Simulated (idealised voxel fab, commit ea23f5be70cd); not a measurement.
Process module in this document: voxel self aligned contacts
Cross-sectional view cut (width: 220 nm; square cell size: 5 nm).
Reading order for cross-sections: top band down to bottom band. Underlying form: a grid of square cells. Band size: one or more rows of cells.
Heights first: top, then bottom, in nm. Then materials, left to right, each with a width in nm. "all across" on a single material: fills the band edge to edge. "empty": empty space.
The level at which height equals 0 is the one under which the wafer, as it arrives, is entirely one material. No lower edge exists for the bottom band, which continues downward and is notated as in "0 and below".
Think of "30..40" as a width that walks from the first number to the second as you go down the band, top row to bottom row, taking equal-sized steps from row to row.
For the purposes of this document, the phrase "no alterations made" attached to a step denotes that no cell within the cross-section was modified by that step.
"Enclosed cavity list": sealed empty spaces, 8 cells or more, no open way to top, listed width x height at distance, with distance from the left edge and width, height and distance in nm.
What comes after the settings on a step's line is commentary from the simulator itself on that step.
overlay nm: on a step with a mask, how far right of its planned place the mask lay; negative means left.

**The steps planned for the process are as follows**
1: op RECEIVE | material Si
2: op OXIDIZE | depth nm 5
3: op DIRECTIONAL_DEP | material polySi | thk nm 30
4: op DIRECTIONAL_DEP | material SiN | thk nm 25
5: op PATTERN | tone cover | mask id GATE | material resist | width nm 30 | pitch nm 70 | thk nm 15 | overlay nm 0
6: op DIRECTIONAL_ETCH | etch materials SiN | depth nm 25
7: op DIRECTIONAL_ETCH | etch materials polySi | depth nm 30
8: op STRIP | etch materials resist
9: op CONFORMAL_DEP | material SiN | thk nm 10
10: op DIRECTIONAL_ETCH | etch materials SiN | depth nm 10
11: op FILL_DEP | material SiO2 | thk nm 15
12: op CMP | height nm 60
13: op PATTERN | tone open | mask id CONTACT | material resist | width nm 50 | pitch nm 70 | thk nm 15 | overlay nm 0
14: op DIRECTIONAL_ETCH | etch materials SiO2 | depth nm 65
15: op STRIP | etch materials resist
16: op CONFORMAL_DEP | material TiN | thk nm 5
17: op FILL_DEP | material W | thk nm 10
18: op CMP | height nm 60
19: op CONFORMAL_DEP | material SiN | thk nm 5

**Received-state cross-section, reflecting completion of step 1**
	0 and below | Si all across
	Enclosed cavity list: none

**Module complete - cross-section of the first of two wafers, run according to plan**
	65 down to 60 | SiN all across
	60 down to 55 | SiO2 50, TiN 20, W 10, TiN 20, SiO2 20, TiN 20, W 10, TiN 20, SiO2 50
	55 down to 30 | SiO2 15, SiN 50, TiN 5, W 10, TiN 5, SiN 50, TiN 5, W 10, TiN 5, SiN 50, SiO2 15
	30 down to 0 | SiO2 15, SiN 10, polySi 30, SiN 10, TiN 5, W 10, TiN 5, SiN 10, polySi 30, SiN 10, TiN 5, W 10, TiN 5, SiN 10, polySi 30, SiN 10, SiO2 15
	0 down to -5 | SiO2 65, TiN 20, SiO2 50, TiN 20, SiO2 65
	-5 and below | Si all across
	Enclosed cavity list: none

**End-of-module cross-section of the second wafer: identical starting point and process plan to the first, with one processing mistake**
	65 down to 60 | SiN all across
	60 down to 55 | SiO2 50, TiN 50, SiO2 20, TiN 50, SiO2 50
	55 down to 30 | W all across
	30 down to 0 | polySi all across
	0 down to -5 | SiO2 all across
	-5 and below | Si all across
	Enclosed cavity list: none
Short version of what went wrong: step 4, actual vs plan mismatch, actual run op DIRECTIONAL_DEP | material W | thk nm 25
FYI, end of process, the second wafer has more or fewer cells of some materials than the first: -222 SiN | -58 SiO2 | -48 TiN | +172 W | +156 polySi
